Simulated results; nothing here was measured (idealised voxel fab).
The following is a process module called voxel double patterning.
The cross-section on display is named cut; it measures 270 nm wide, and its cells are 5 nm squares.
Cross-section = grid of square cells, listed top down in bands; band = one or more rows.
The band entry comprises the height of the band's top followed by the height of its bottom, expressed in nm, and subsequently the band's materials from left to right, each stated together with its width in nm. Where a single material is marked with the word "everywhere", that material fills the band from edge to edge. The word "air" represents empty space.
The reference from which all heights are counted is 0, the level beneath which the as-received wafer is entirely one material; the lowest band, having no lower bound, proceeds downward and is written after the example "0 -> down".
Read "30..40" as a graded width: first number on top, second number at the bottom, same change between each pair of neighbouring rows.
Take "changes: none" at face value: in the step it is given for, the cross-section changed in none of its cells.
Look at "Entrapped voids" for the closed voids: empty spaces with no open path to the top, sized 8 cells or up. Each is width x height at distance, distance from the left edge, all nm.
Past the settings on a step's line: simulator remark, on that step.
Steps that use a mask can have "overlay nm" on their line. It says how far the mask sat to the right of where it was meant to be. Negative means to the left.

Steps in the process plan
1 RECEIVE with material Si
2 CONFORMAL_DEP with material SiN, thk nm 5
3 DIRECTIONAL_DEP with material SiO2, thk nm 15
4 DIRECTIONAL_DEP with material SiCN, thk nm 5
5 PATTERN with tone open, mask id FIRST, material resist, width nm 15, pitch nm 50, thk nm 20, overlay nm 0
6 DIRECTIONAL_ETCH with etch materials SiCN, depth nm 5
7 STRIP with etch materials resist
8 PATTERN with tone open, mask id SECOND, material resist, width nm 15, thk nm 20, overlay nm 0
9 DIRECTIONAL_ETCH with etch materials SiCN, depth nm 5
10 STRIP with etch materials resist
11 DIRECTIONAL_ETCH with etch materials SiO2, depth nm 15
12 STRIP with etch materials SiCN

as received, after step 1
	0 -> down  Si everywhere
	Entrapped voids: none

Post-module cross-section: identical start and plan to those above, one misstep in execution
	15 -> 0  SiO2 100 nm  air 15 nm  SiO2 10 nm  air 15 nm  SiO2 10 nm  air 15 nm  SiO2 105 nm
	0 -> down  Si everywhere
	Entrapped voids: none
The mistake made against the process plan was this: step 2 was dropped from the plan's execution and never run
